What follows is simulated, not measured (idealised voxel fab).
Process module, titled voxel self aligned vias
Square cell edge 5 nm, section width 225 nm, ID cut.
Think of the cross-section as a grid of square cells. We describe it in bands, top to bottom, and each band covers one or more rows of those cells.
What a band's entry tells you: where the top is and where the bottom is, as heights in nm, and after that what lies inside, material by material from left to right, each with its width in nm. Empty space is written as the word "empty", and a single material marked with the word "edge to edge" occupies the band from edge to edge.
We count height from 0. Below that, the starting wafer is all one material. The lowest band never ends at the bottom but goes on down; see "0 nm and below" for how that is written.
Think of "30->40" as a width that walks from the first number to the second as you go down the band, top row to bottom row, taking equal-sized steps from row to row.
When a step is marked "no change", none of the cells in the cross-section changed during that step.
Empty spaces counting at least 8 cells and having no open way to the top are listed in "Unvented cavities". The notation width x height at distance is used for each, the distance being from the left edge and all three values in nm.
Formally, on a step line, whatever follows the settings is a remark that the simulator itself makes on the step.
"overlay nm" denotes, for a step that has a mask, the displacement of the mask to the right of its planned place, with negative values corresponding to the left.
PLANNED PROCESS STEPS
| 1 | RECEIVE: material Si |
| 2 | CONFORMAL_DEP: material SiO2, thk nm 10 |
| 3 | CONFORMAL_DEP: material SiCN, thk nm 5 |
| 4 | DIRECTIONAL_DEP: material lowk, thk nm 20 |
| 5 | MASKED_ETCH: tone open, mask id LINES, width nm 30, pitch nm 70, etch materials lowk, depth nm 20, overlay nm 0 |
| 6 | CONFORMAL_DEP: material TiN, thk nm 5 |
| 7 | FILL_DEP: material W, thk nm 5 |
| 8 | CMP: height nm 35 |
| 9 | SELECTIVE_ETCH: etch materials W Ru TiN, depth nm 5 |
| 10 | FILL_DEP: material SiN, thk nm 10 |
| 11 | CMP: height nm 35 |
| 12 | DIRECTIONAL_DEP: material lowk, thk nm 15 |
| 13 | DIRECTIONAL_DEP: material aC, thk nm 15 |
| 14 | PATTERN: tone open, mask id VIAS, material resist, width nm 40, pitch nm 70, thk nm 35, overlay nm 0 |
| 15 | DIRECTIONAL_ETCH: etch materials aC, depth nm 15 |
| 16 | STRIP: etch materials resist |
| 17 | DIRECTIONAL_ETCH: etch materials lowk, depth nm 15 |
| 18 | DIRECTIONAL_ETCH: etch materials SiN, depth nm 5 |
| 19 | STRIP: etch materials aC |
| 20 | CONFORMAL_DEP: material TiN, thk nm 5 |
| 21 | FILL_DEP: material Ru, thk nm 10 |
| 22 | CMP: height nm 50 |
| 23 | CONFORMAL_DEP: material SiN, thk nm 5 |
WAFER CROSS-SECTION ON RECEIPT, I.E. AFTER STEP 1
- 0 nm and below | Si edge to edge
- Unvented cavities: none
END-OF-MODULE CROSS-SECTION OF THE FIRST OF TWO WAFERS, PROCESSED AS PLANNED
- 55 nm to 50 nm | SiN edge to edge
- 50 nm to 40 nm | lowk: 20, then TiN: 5, then Ru: 30, then TiN: 5, then lowk: 30, then TiN: 5, then Ru: 30, then TiN: 5, then lowk: 30, then TiN: 5, then Ru: 30, then TiN: 5, then lowk: 25
- 40 nm to 35 nm | lowk: 20, then TiN: 10, then Ru: 20, then TiN: 10, then lowk: 30, then TiN: 10, then Ru: 20, then TiN: 10, then lowk: 30, then TiN: 10, then Ru: 20, then TiN: 10, then lowk: 25
- 35 nm to 30 nm | lowk: 25, then TiN: 30, then lowk: 40, then TiN: 30, then lowk: 40, then TiN: 30, then lowk: 30
- 30 nm to 20 nm | lowk: 25, then TiN: 5, then W: 20, then TiN: 5, then lowk: 40, then TiN: 5, then W: 20, then TiN: 5, then lowk: 40, then TiN: 5, then W: 20, then TiN: 5, then lowk: 30
- 20 nm to 15 nm | lowk: 25, then TiN: 30, then lowk: 40, then TiN: 30, then lowk: 40, then TiN: 30, then lowk: 30
- 15 nm to 10 nm | SiCN edge to edge
- 10 nm to 0 nm | SiO2 edge to edge
- 0 nm and below | Si edge to edge
- Unvented cavities: none
WAFER TWO, END OF MODULE, CROSS-SECTION. SAME START, SAME PLAN AS WAFER ONE. ONE MISTAKE IN THE RUN
- 55 nm to 50 nm | SiN edge to edge
- 50 nm to 40 nm | lowk: 20, then TiN: 5, then Ru: 30, then TiN: 5, then lowk: 30, then TiN: 5, then Ru: 30, then TiN: 5, then lowk: 30, then TiN: 5, then Ru: 30, then TiN: 5, then lowk: 25
- 40 nm to 35 nm | lowk: 20, then TiN: 40, then lowk: 30, then TiN: 40, then lowk: 30, then TiN: 40, then lowk: 25
- 35 nm to 30 nm | SiN: 20, then TiN: 5, then lowk: 30, then TiN: 5, then SiN: 30, then TiN: 5, then lowk: 30, then TiN: 5, then SiN: 30, then TiN: 5, then lowk: 30, then TiN: 5, then SiN: 25
- 30 nm to 20 nm | W: 20, then TiN: 5, then lowk: 30, then TiN: 5, then W: 30, then TiN: 5, then lowk: 30, then TiN: 5, then W: 30, then TiN: 5, then lowk: 30, then TiN: 5, then W: 25
- 20 nm to 15 nm | TiN: 25, then lowk: 30, then TiN: 40, then lowk: 30, then TiN: 40, then lowk: 30, then TiN: 30
- 15 nm to 10 nm | SiCN edge to edge
- 10 nm to 0 nm | SiO2 edge to edge
- 0 nm and below | Si edge to edge
- Unvented cavities: none
Misprocessing identified: step 5 went in with a setting other than planned; the actual run was MASKED_ETCH: tone cover, mask id LINES, width nm 30, pitch nm 70, etch materials lowk, depth nm 20, overlay nm 0
Final difference in cells, second wafer against first, listed per material as more or fewer: Ru: 12 fewer, SiN: 21 more, TiN: 9 more, W: 18 more, lowk: 36 fewer
